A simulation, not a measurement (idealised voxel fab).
This is a process module. Its name is voxel released beams.
Square cell edge 5 nm, section width 250 nm, ID cut.
Cross-section format: a grid of square cells, given as bands from top to bottom; each band is one or more rows of cells. Within each band entry, the heights of the top and of the bottom of the band appear first, in that order and in nm; the materials of the band then follow from left to right, each with its corresponding width in nm. The designation "all across" on a single material indicates that it fills the band from edge to edge; the designation "blank" indicates empty space. We count height from 0. Below that, the starting wafer is all one material. The lowest band never ends at the bottom but goes on down; see "z 0 and below" for how that is written. Think of "30..40" as a width that walks from the first number to the second as you go down the band, top row to bottom row, taking equal-sized steps from row to row. "no alterations made", as given for a step, is the statement that not any cell of the cross-section underwent a change during that step. Reported under the label "Closed void inventory" are the empty spaces having no open way to the top and comprising 8 cells or more; the notation for each is width x height at distance, in which the distance is measured from the left edge and all three values are in nm. It should be noted that, on the line of a given step, the content following the step's settings is a remark produced by the simulator itself with respect to that step. overlay nm: mask offset rightward from planned place, masked step; negative means leftward offset.

### Planned process steps
1,RECEIVE [material Si]
2,CONFORMAL_DEP [material Al2O3] [thk nm 10]
3,DIRECTIONAL_DEP [material SiO2] [thk nm 20]
4,DIRECTIONAL_DEP [material aC] [thk nm 15]
5,PATTERN [tone open] [mask id ANCHOR] [material resist] [width nm 25] [thk nm 30] [overlay nm 0]
6,DIRECTIONAL_ETCH [etch materials aC] [depth nm 15]
7,STRIP [etch materials resist]
8,DIRECTIONAL_ETCH [etch materials SiO2] [depth nm 20]
9,STRIP [etch materials aC]
10,CONFORMAL_DEP [material SiN] [thk nm 10]
11,PATTERN [tone cover] [mask id BEAM] [material resist] [width nm 70] [thk nm 15] [overlay nm 0]
12,DIRECTIONAL_ETCH [etch materials SiN] [depth nm 10]
13,STRIP [etch materials resist]
14,STRIP [etch materials SiO2]

### Wafer at receipt (post step 1), cross-section
- z 0 and below = Si all across
- Closed void inventory: none

### First of two wafers at the end of the module, shown in cross-section; run carried out as planned
- z 40 to 30 = 85 blank, 15 SiN, 5 blank, 50 SiN, 95 blank
- z 30 to 20 = 90 blank, 10 SiN, 5 blank, 10 SiN, 135 blank
- z 20 to 10 = 90 blank, 25 SiN, 135 blank
- z 10 to 0 = Al2O3 all across
- z 0 and below = Si all across
- Closed void inventory: none

### Cross-section, wafer two of two, end of module: same start and plan as wafer one, one error in execution
- z 30 to 20 = 85 blank, 15 SiN, 5 blank, 50 SiN, 95 blank
- z 20 to 10 = 90 blank, 10 SiN, 5 blank, 10 SiN, 135 blank
- z 10 to 0 = 90 blank, 25 SiN, 135 blank
- z 0 and below = Si all across
- Closed void inventory: none
Where did the run depart from the plan? step 2 of the plan was jumped over and never run
Counted in cells at the end, the second wafer holds more or fewer of these materials than the first: Al2O3: 100 fewer
